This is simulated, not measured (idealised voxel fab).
Process module under the name voxel self aligned contacts
Cross-section cut spans 250 nm and uses square cells 5 nm in size.
A cross-section is written here as square cells arranged in a grid, and it is given in bands from the top down, each band taking up one or more rows of cells. Quick guide to a band line: top height, bottom height (nm) up front; then every material left to right with its width in nm. Only one material and it's marked "everywhere"? Then it fills the band edge to edge. And "empty" just means empty space. Convention: height 0 is the level below which the wafer, as received, is all one material. The lowest band does not terminate at the bottom but continues downward, represented as "top 0, no bottom". A width such as "30 to 40" changes by the same amount from each row of cells to the next, from the band's top row to its bottom row. You'll sometimes find "changes: none" written for a step, and that's the way of saying that nowhere in the cross-section did a cell change during that step. Enclosed voids (no open way to top), threshold 8 cells or more, entry "Trapped voids", notation width x height at distance, distance from left edge, nm. Formally, on a step line, whatever follows the settings is a remark that the simulator itself makes on the step. What "overlay nm" on a step's line means: if the step has a mask, that mask lay this far to the right of its planned place, or, when the value is negative, to the left.
# This section lists the process steps that were planned
1,RECEIVE,material Si
2,OXIDIZE,depth nm 5
3,DIRECTIONAL_DEP,material polySi,thk nm 30
4,DIRECTIONAL_DEP,material SiN,thk nm 20
5,PATTERN,tone cover,mask id GATE,material resist,width nm 25,pitch nm 60,thk nm 15,overlay nm 0
6,DIRECTIONAL_ETCH,etch materials SiN,depth nm 20
7,DIRECTIONAL_ETCH,etch materials polySi,depth nm 30
8,STRIP,etch materials resist
9,CONFORMAL_DEP,material SiN,thk nm 10
10,DIRECTIONAL_ETCH,etch materials SiN,depth nm 10
11,FILL_DEP,material SiO2,thk nm 10
12,CMP,height nm 55
13,DIRECTIONAL_DEP,material aC,thk nm 15
14,PATTERN,tone open,mask id CONTACT,material resist,width nm 45,thk nm 35,overlay nm 0
15,DIRECTIONAL_ETCH,etch materials aC,depth nm 15
16,STRIP,etch materials resist
17,DIRECTIONAL_ETCH,etch materials SiO2,depth nm 60
18,STRIP,etch materials aC
19,CONFORMAL_DEP,material TiN,thk nm 5
20,FILL_DEP,material W,thk nm 10
21,CMP,height nm 55
22,CONFORMAL_DEP,material SiCN,thk nm 5
# First wafer, two in total, run as planned
# Cross-section of the wafer upon arrival, representing the state reached after step 1
  top 0, no bottom = Si everywhere
  Trapped voids: none
# The wafer in cross-section once step 2 is complete
  top 0, bottom -5 = SiO2 everywhere
  Below a height of -5, the structure has not been altered.
# The wafer in cross-section once step 3 is complete
  top 30, bottom 0 = polySi everywhere
  Below a height of 0, the structure has not been altered.
# The wafer in cross-section once step 4 is complete
  top 50, bottom 30 = SiN everywhere
  Below a height of 30, the structure has not been altered.
# The wafer in cross-section once step 5 is complete
  top 65, bottom 50 = empty 80 | resist 25 | empty 35 | resist 25 | empty 85
  Below a height of 50, the structure has not been altered.
# The wafer in cross-section once step 6 is complete
  top 65, bottom 50 = empty 80 | resist 25 | empty 35 | resist 25 | empty 85
  top 50, bottom 30 = empty 80 | SiN 25 | empty 35 | SiN 25 | empty 85
  Below a height of 30, the structure has not been altered.
# The wafer in cross-section once step 7 is complete
  top 65, bottom 50 = empty 80 | resist 25 | empty 35 | resist 25 | empty 85
  top 50, bottom 30 = empty 80 | SiN 25 | empty 35 | SiN 25 | empty 85
  top 30, bottom 0 = empty 80 | polySi 25 | empty 35 | polySi 25 | empty 85
  Below a height of 0, the structure has not been altered.
# The wafer in cross-section once step 8 is complete
  top 50, bottom 30 = empty 80 | SiN 25 | empty 35 | SiN 25 | empty 85
  Below a height of 30, the structure has not been altered.
# The wafer in cross-section once step 9 is complete
  top 60, bottom 30 = empty 70 | SiN 45 | empty 15 | SiN 45 | empty 75
  top 30, bottom 10 = empty 70 | SiN 10 | polySi 25 | SiN 10 | empty 15 | SiN 10 | polySi 25 | SiN 10 | empty 75
  top 10, bottom 0 = SiN 80 | polySi 25 | SiN 35 | polySi 25 | SiN 85
  Below a height of 0, the structure has not been altered.
# The wafer in cross-section once step 10 is complete
  top 50, bottom 30 = empty 70 | SiN 45 | empty 15 | SiN 45 | empty 75
  top 30, bottom 0 = empty 70 | SiN 10 | polySi 25 | SiN 10 | empty 15 | SiN 10 | polySi 25 | SiN 10 | empty 75
  Below a height of 0, the structure has not been altered.
# The wafer in cross-section once step 11 is complete
  top 60, bottom 50 = SiO2 everywhere
  top 50, bottom 30 = SiO2 70 | SiN 45 | SiO2 15 | SiN 45 | SiO2 75
  top 30, bottom 0 = SiO2 70 | SiN 10 | polySi 25 | SiN 10 | SiO2 15 | SiN 10 | polySi 25 | SiN 10 | SiO2 75
  Below a height of 0, the structure has not been altered.
# The wafer in cross-section once step 12 is complete
  top 55, bottom 50 = SiO2 everywhere
  Below a height of 50, the structure has not been altered.
# The wafer in cross-section once step 13 is complete
  top 70, bottom 55 = aC everywhere
  Below a height of 55, the structure has not been altered.
# The wafer in cross-section once step 14 is complete
  top 105, bottom 70 = resist 100 | empty 45 | resist 105
  Below a height of 70, the structure has not been altered.
# The wafer in cross-section once step 15 is complete
  top 90, bottom 70 = resist 100 | empty 45 | resist 105
  top 70, bottom 55 = aC 100 | empty 45 | aC 105
  Below a height of 55, the structure has not been altered.
# The wafer in cross-section once step 16 is complete
  top 70, bottom 55 = aC 100 | empty 45 | aC 105
  Below a height of 55, the structure has not been altered.
# The wafer in cross-section once step 17 is complete
  top 70, bottom 55 = aC 100 | empty 45 | aC 105
  top 55, bottom 50 = SiO2 100 | empty 45 | SiO2 105
  top 50, bottom 30 = SiO2 70 | SiN 45 | empty 15 | SiN 45 | SiO2 75
  top 30, bottom 0 = SiO2 70 | SiN 10 | polySi 25 | SiN 10 | empty 15 | SiN 10 | polySi 25 | SiN 10 | SiO2 75
  top 0, bottom -5 = SiO2 115 | empty 15 | SiO2 120
  Below a height of -5, the structure has not been altered.
# The wafer in cross-section once step 18 is complete
  top 55, bottom 50 = SiO2 100 | empty 45 | SiO2 105
  Below a height of 50, the structure has not been altered.
# The wafer in cross-section once step 19 is complete
  top 60, bottom 55 = TiN 105 | empty 35 | TiN 110
  top 55, bottom 50 = SiO2 100 | TiN 20 | empty 5 | TiN 20 | SiO2 105
  top 50, bottom 30 = SiO2 70 | SiN 45 | TiN 5 | empty 5 | TiN 5 | SiN 45 | SiO2 75
  top 30, bottom 0 = SiO2 70 | SiN 10 | polySi 25 | SiN 10 | TiN 5 | empty 5 | TiN 5 | SiN 10 | polySi 25 | SiN 10 | SiO2 75
  top 0, bottom -5 = SiO2 115 | TiN 15 | SiO2 120
  Below a height of -5, the structure has not been altered.
# The wafer in cross-section once step 20 is complete
  top 70, bottom 60 = W everywhere
  top 60, bottom 55 = TiN 105 | W 35 | TiN 110
  top 55, bottom 50 = SiO2 100 | TiN 20 | W 5 | TiN 20 | SiO2 105
  top 50, bottom 30 = SiO2 70 | SiN 45 | TiN 5 | W 5 | TiN 5 | SiN 45 | SiO2 75
  top 30, bottom 0 = SiO2 70 | SiN 10 | polySi 25 | SiN 10 | TiN 5 | W 5 | TiN 5 | SiN 10 | polySi 25 | SiN 10 | SiO2 75
  Below a height of 0, the structure has not been altered.
# The wafer in cross-section once step 21 is complete
  top 55, bottom 50 = SiO2 100 | TiN 20 | W 5 | TiN 20 | SiO2 105
  Below a height of 50, the structure has not been altered.
# The wafer in cross-section once step 22 is complete
  top 60, bottom 55 = SiCN everywhere
  Below a height of 55, the structure has not been altered.
# Wafer two. Same start, same plan, one slip in execution. Same as wafer one through step 3, inclusive
# The second wafer in cross-section, at the planned close of step 4
  top 55, bottom 30 = SiN everywhere
  Below a height of 30, the structure has not been altered.
# The second wafer in cross-section, at the planned close of step 5
  top 70, bottom 55 = empty 80 | resist 25 | empty 35 | resist 25 | empty 85
  Below a height of 55, the structure has not been altered.
# The second wafer in cross-section, at the planned close of step 6
  top 70, bottom 55 = empty 80 | resist 25 | empty 35 | resist 25 | empty 85
  top 55, bottom 35 = empty 80 | SiN 25 | empty 35 | SiN 25 | empty 85
  Below a height of 35, the structure has not been altered.
The second wafer in cross-section, at the planned close of step 7: changes: none
# The second wafer in cross-section, at the planned close of step 8
  top 55, bottom 35 = empty 80 | SiN 25 | empty 35 | SiN 25 | empty 85
  Below a height of 35, the structure has not been altered.
# The second wafer in cross-section, at the planned close of step 9
  top 65, bottom 45 = empty 70 | SiN 45 | empty 15 | SiN 45 | empty 75
  top 45, bottom 30 = SiN everywhere
  Below a height of 30, the structure has not been altered.
# The second wafer in cross-section, at the planned close of step 10
  top 55, bottom 35 = empty 70 | SiN 45 | empty 15 | SiN 45 | empty 75
  Below a height of 35, the structure has not been altered.
# The second wafer in cross-section, at the planned close of step 11
  top 65, bottom 55 = SiO2 everywhere
  top 55, bottom 35 = SiO2 70 | SiN 45 | SiO2 15 | SiN 45 | SiO2 75
  Below a height of 35, the structure has not been altered.
# The second wafer in cross-section, at the planned close of step 12
  top 55, bottom 35 = SiO2 70 | SiN 45 | SiO2 15 | SiN 45 | SiO2 75
  Below a height of 35, the structure has not been altered.
# The second wafer in cross-section, at the planned close of step 13
  top 70, bottom 55 = aC everywhere
  Below a height of 55, the structure has not been altered.
# The second wafer in cross-section, at the planned close of step 14
  top 105, bottom 70 = resist 100 | empty 45 | resist 105
  Below a height of 70, the structure has not been altered.
# The second wafer in cross-section, at the planned close of step 15
  top 90, bottom 70 = resist 100 | empty 45 | resist 105
  top 70, bottom 55 = aC 100 | empty 45 | aC 105
  Below a height of 55, the structure has not been altered.
# The second wafer in cross-section, at the planned close of step 16
  top 70, bottom 55 = aC 100 | empty 45 | aC 105
  Below a height of 55, the structure has not been altered.
# The second wafer in cross-section, at the planned close of step 17
  top 70, bottom 55 = aC 100 | empty 45 | aC 105
  top 55, bottom 35 = SiO2 70 | SiN 45 | empty 15 | SiN 45 | SiO2 75
  Below a height of 35, the structure has not been altered.
# The second wafer in cross-section, at the planned close of step 18
  top 55, bottom 35 = SiO2 70 | SiN 45 | empty 15 | SiN 45 | SiO2 75
  Below a height of 35, the structure has not been altered.
# The second wafer in cross-section, at the planned close of step 19
  top 60, bottom 55 = TiN 120 | empty 5 | TiN 125
  top 55, bottom 40 = SiO2 70 | SiN 45 | TiN 5 | empty 5 | TiN 5 | SiN 45 | SiO2 75
  top 40, bottom 35 = SiO2 70 | SiN 45 | TiN 15 | SiN 45 | SiO2 75
  Below a height of 35, the structure has not been altered.
# The second wafer in cross-section, at the planned close of step 20
  top 70, bottom 60 = W everywhere
  top 60, bottom 55 = TiN 120 | W 5 | TiN 125
  top 55, bottom 40 = SiO2 70 | SiN 45 | TiN 5 | W 5 | TiN 5 | SiN 45 | SiO2 75
  Below a height of 40, the structure has not been altered.
# The second wafer in cross-section, at the planned close of step 21
  top 55, bottom 40 = SiO2 70 | SiN 45 | TiN 5 | W 5 | TiN 5 | SiN 45 | SiO2 75
  Below a height of 40, the structure has not been altered.
# The second wafer in cross-section, at the planned close of step 22
  top 60, bottom 55 = SiCN everywhere
  Below a height of 55, the structure has not been altered.
So what did we get wrong on this run? contrary to plan, step 4 was performed as DIRECTIONAL_DEP,material SiN,thk nm 25
FYI, end of process, the second wafer has more or fewer cells of some materials than the first: SiN: 2 more; SiO2: 212 fewer; TiN: 22 fewer; W: 8 fewer; polySi: 240 more
